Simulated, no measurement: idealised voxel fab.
Process module in this document: voxel transistor to metal
Square cells of 5 nm make up the cross-section cut, whose width is 155 nm.
For the purposes of this document, a cross-section shall be understood as a grid of square cells, specified as bands listed in top-to-bottom order, each band consisting of one or more rows of cells.
Heads up on the band format: heights come first, top then bottom, in nm. After that it's the materials left to right, each with its width in nm. A single material flagged "edge to edge" fills the whole band edge to edge, and "blank" means there's empty space there.
Note: height 0 marks the level under which the wafer is uniformly one material as received. Lowest band unbounded below, written "top 0, no bottom".
You'd read "30->40" like this: the band's top row of cells is as wide as the first number, its bottom row is as wide as the second, and going down, every row changes width by the same amount as the row before did.
A step reported as "nothing changed" is a step in which no cell of the cross-section changed.
Entry "Completely enclosed voids" = empty spaces >= 8 cells with no open way to the top; each as width x height at distance, distance from left edge, all nm.
On each step's line, the part that comes after the settings is the simulator's own comment on the step.
"overlay nm" answers the question of how far to the right of plan the mask lay on a step that has a mask, and when it is negative the answer is to the left.
**These are the steps we planned for the process**
1: RECEIVE, material Si
2: OXIDIZE, depth nm 5
3: CONFORMAL_DEP, material SiN, thk nm 10
4: PATTERN, tone cover, mask id ACTIVE, material resist, width nm 110, thk nm 15, overlay nm 0
5: DIRECTIONAL_ETCH, etch materials SiN, depth nm 10
6: DIRECTIONAL_ETCH, etch materials SiO2, depth nm 5
7: DIRECTIONAL_ETCH, etch materials Si, depth nm 20
8: STRIP, etch materials resist
9: OXIDIZE, depth nm 5
10: FILL_DEP, material SiO2, thk nm 5
11: CMP, height nm 10
12: SELECTIVE_ETCH, etch materials SiO2, depth nm 5
13: STRIP, etch materials SiN
14: SELECTIVE_ETCH, etch materials SiO2, depth nm 5
15: OXIDIZE, depth nm 5
16: DIRECTIONAL_DEP, material polySi, thk nm 25
17: DIRECTIONAL_DEP, material SiCN, thk nm 15
18: DIRECTIONAL_DEP, material aC, thk nm 10
19: PATTERN, tone cover, mask id GATE, material resist, width nm 30, thk nm 30, overlay nm 0
20: DIRECTIONAL_ETCH, etch materials aC, depth nm 10
21: STRIP, etch materials resist
22: DIRECTIONAL_ETCH, etch materials SiCN, depth nm 25
23: DIRECTIONAL_ETCH, etch materials polySi, depth nm 35
24: STRIP, etch materials aC
25: CONFORMAL_DEP, material SiO2, thk nm 5
26: DIRECTIONAL_ETCH, etch materials SiO2, depth nm 5
27: CONFORMAL_DEP, material SiN, thk nm 5
28: DIRECTIONAL_ETCH, etch materials SiN, depth nm 5
29: DIRECTIONAL_ETCH, etch materials SiO2, depth nm 5
30: DIRECTIONAL_ETCH, etch materials Si, depth nm 5
31: EPI, material pSi, thk nm 10
32: FILL_DEP, material SiO2, thk nm 5
33: CMP, height nm 20
34: STRIP, etch materials polySi
35: SELECTIVE_ETCH, etch materials SiO2, depth nm 5
36: CONFORMAL_DEP, material HfO2, thk nm 5
37: CONFORMAL_DEP, material TiN, thk nm 5
38: FILL_DEP, material W, thk nm 5
39: CMP, height nm 15
40: DIRECTIONAL_DEP, material SiO2, thk nm 10
41: PATTERN, tone open, mask id CONTACT, material resist, width nm 20, pitch nm 80, thk nm 20, overlay nm 0
42: DIRECTIONAL_ETCH, etch materials SiO2, depth nm 30
43: STRIP, etch materials resist
44: CONFORMAL_DEP, material TiN, thk nm 5
45: FILL_DEP, material W, thk nm 10
46: CMP, height nm 25
47: DIRECTIONAL_DEP, material TiN, thk nm 5
48: DIRECTIONAL_DEP, material W, thk nm 25
49: PATTERN, tone cover, mask id METAL_1, material resist, width nm 20, pitch nm 80, thk nm 20, overlay nm 0
50: DIRECTIONAL_ETCH, etch materials W, depth nm 25
51: DIRECTIONAL_ETCH, etch materials TiN, depth nm 5
52: STRIP, etch materials resist
53: CONFORMAL_DEP, material SiN, thk nm 5
54: FILL_DEP, material SiO2, thk nm 5
55: CMP, height nm 55
56: CONFORMAL_DEP, material SiCN, thk nm 5
57: DIRECTIONAL_DEP, material SiO2, thk nm 35
58: DIRECTIONAL_DEP, material aC, thk nm 10
59: PATTERN, tone open, mask id METAL_2, material resist, width nm 20, pitch nm 80, thk nm 30, overlay nm 0
60: DIRECTIONAL_ETCH, etch materials aC, depth nm 10
61: STRIP, etch materials resist
62: DIRECTIONAL_ETCH, etch materials SiO2, depth nm 20
63: STRIP, etch materials aC
64: DIRECTIONAL_DEP, material aC, thk nm 15
65: PATTERN, tone open, mask id METAL_2_HOLES, material resist, width nm 15, pitch nm 80, thk nm 30, overlay nm 0
66: DIRECTIONAL_ETCH, etch materials aC, depth nm 15
67: STRIP, etch materials resist
68: DIRECTIONAL_ETCH, etch materials SiO2, depth nm 15
69: DIRECTIONAL_ETCH, etch materials SiCN, depth nm 5
70: STRIP, etch materials aC
71: CONFORMAL_DEP, material TiN, thk nm 5
72: FILL_DEP, material Cu, thk nm 10
73: CMP, height nm 95
74: CONFORMAL_DEP, material SiCN, thk nm 5
**Wafer at receipt (post step 1), cross-section**
  top 0, no bottom  Si edge to edge
  Completely enclosed voids: none
**First wafer of two, sectioned at end of module; run went per plan**
  top 100, bottom 95  SiCN edge to edge
  top 95, bottom 80  SiO2 25 nm / TiN 5 nm / Cu 10 nm / TiN 5 nm / SiO2 60 nm / TiN 5 nm / Cu 10 nm / TiN 5 nm / SiO2 30 nm
  top 80, bottom 75  SiO2 25 nm / TiN 5 nm / Cu 5 nm / TiN 10 nm / SiO2 60 nm / TiN 5 nm / Cu 5 nm / TiN 10 nm / SiO2 30 nm
  top 75, bottom 60  SiO2 25 nm / TiN 5 nm / Cu 5 nm / TiN 5 nm / SiO2 65 nm / TiN 5 nm / Cu 5 nm / TiN 5 nm / SiO2 35 nm
  top 60, bottom 55  SiCN 25 nm / TiN 15 nm / SiCN 65 nm / TiN 15 nm / SiCN 35 nm
  top 55, bottom 30  SiO2 20 nm / SiN 5 nm / W 20 nm / SiN 5 nm / SiO2 50 nm / SiN 5 nm / W 20 nm / SiN 5 nm / SiO2 25 nm
  top 30, bottom 25  SiN 25 nm / TiN 20 nm / SiN 60 nm / TiN 20 nm / SiN 30 nm
  top 25, bottom 15  SiO2 25 nm / TiN 5 nm / W 10 nm / TiN 5 nm / SiO2 60 nm / TiN 5 nm / W 10 nm / TiN 5 nm / SiO2 30 nm
  top 15, bottom 5  SiO2 25 nm / TiN 5 nm / W 10 nm / TiN 5 nm / SiO2 5 nm / SiN 5 nm / HfO2 5 nm / TiN 5 nm / W 20 nm / TiN 5 nm / HfO2 5 nm / SiN 5 nm / SiO2 5 nm / TiN 5 nm / W 10 nm / TiN 5 nm / SiO2 30 nm
  top 5, bottom 0  SiO2 25 nm / TiN 5 nm / W 5 nm / TiN 10 nm / SiO2 5 nm / SiN 5 nm / HfO2 5 nm / TiN 5 nm / W 20 nm / TiN 5 nm / HfO2 5 nm / SiN 5 nm / SiO2 5 nm / TiN 10 nm / W 5 nm / TiN 5 nm / SiO2 30 nm
  top 0, bottom -5  SiO2 20 nm / SiN 5 nm / TiN 15 nm / pSi 10 nm / SiN 5 nm / HfO2 5 nm / TiN 30 nm / HfO2 5 nm / SiN 5 nm / pSi 10 nm / TiN 15 nm / SiN 5 nm / SiO2 25 nm
  top -5, bottom -10  SiO2 25 nm / pSi 25 nm / SiO2 5 nm / HfO2 40 nm / SiO2 5 nm / pSi 25 nm / SiO2 30 nm
  top -10, bottom -15  SiO2 25 nm / pSi 25 nm / Si 50 nm / pSi 25 nm / SiO2 30 nm
  top -15, bottom -30  SiO2 25 nm / Si 100 nm / SiO2 30 nm
  top -30, no bottom  Si edge to edge
  Completely enclosed voids: none
**Cross-sectional view of the second of two wafers upon completion of the module. This wafer shared its starting condition and process plan with the first; one error was made during its execution**
  top 115, bottom 110  SiCN edge to edge
  top 110, bottom 100  Cu edge to edge
  top 100, bottom 95  TiN 30 nm / Cu 10 nm / TiN 70 nm / Cu 10 nm / TiN 35 nm
  top 95, bottom 80  SiO2 25 nm / TiN 5 nm / Cu 10 nm / TiN 5 nm / SiO2 60 nm / TiN 5 nm / Cu 10 nm / TiN 5 nm / SiO2 30 nm
  top 80, bottom 75  SiO2 25 nm / TiN 5 nm / Cu 5 nm / TiN 10 nm / SiO2 60 nm / TiN 5 nm / Cu 5 nm / TiN 10 nm / SiO2 30 nm
  top 75, bottom 60  SiO2 25 nm / TiN 5 nm / Cu 5 nm / TiN 5 nm / SiO2 65 nm / TiN 5 nm / Cu 5 nm / TiN 5 nm / SiO2 35 nm
  top 60, bottom 55  SiCN 25 nm / TiN 15 nm / SiCN 65 nm / TiN 15 nm / SiCN 35 nm
  top 55, bottom 30  SiO2 20 nm / SiN 5 nm / W 20 nm / SiN 5 nm / SiO2 50 nm / SiN 5 nm / W 20 nm / SiN 5 nm / SiO2 25 nm
  top 30, bottom 25  SiN 25 nm / TiN 20 nm / SiN 60 nm / TiN 20 nm / SiN 30 nm
  top 25, bottom 15  SiO2 25 nm / TiN 5 nm / W 10 nm / TiN 5 nm / SiO2 60 nm / TiN 5 nm / W 10 nm / TiN 5 nm / SiO2 30 nm
  top 15, bottom 5  SiO2 25 nm / TiN 5 nm / W 10 nm / TiN 5 nm / SiO2 5 nm / SiN 5 nm / HfO2 5 nm / TiN 5 nm / W 20 nm / TiN 5 nm / HfO2 5 nm / SiN 5 nm / SiO2 5 nm / TiN 5 nm / W 10 nm / TiN 5 nm / SiO2 30 nm
  top 5, bottom 0  SiO2 25 nm / TiN 5 nm / W 5 nm / TiN 10 nm / SiO2 5 nm / SiN 5 nm / HfO2 5 nm / TiN 5 nm / W 20 nm / TiN 5 nm / HfO2 5 nm / SiN 5 nm / SiO2 5 nm / TiN 10 nm / W 5 nm / TiN 5 nm / SiO2 30 nm
  top 0, bottom -5  SiO2 20 nm / SiN 5 nm / TiN 15 nm / pSi 10 nm / SiN 5 nm / HfO2 5 nm / TiN 30 nm / HfO2 5 nm / SiN 5 nm / pSi 10 nm / TiN 15 nm / SiN 5 nm / SiO2 25 nm
  top -5, bottom -10  SiO2 25 nm / pSi 25 nm / SiO2 5 nm / HfO2 40 nm / SiO2 5 nm / pSi 25 nm / SiO2 30 nm
  top -10, bottom -15  SiO2 25 nm / pSi 25 nm / Si 50 nm / pSi 25 nm / SiO2 30 nm
  top -15, bottom -30  SiO2 25 nm / Si 100 nm / SiO2 30 nm
  top -30, no bottom  Si edge to edge
  Completely enclosed voids: none
What went wrong in running the wafer? step 73 of the plan: omitted, not performed
Materials where the second wafer ends with more or fewer cells than the first: Cu: 66 more, TiN: 27 more
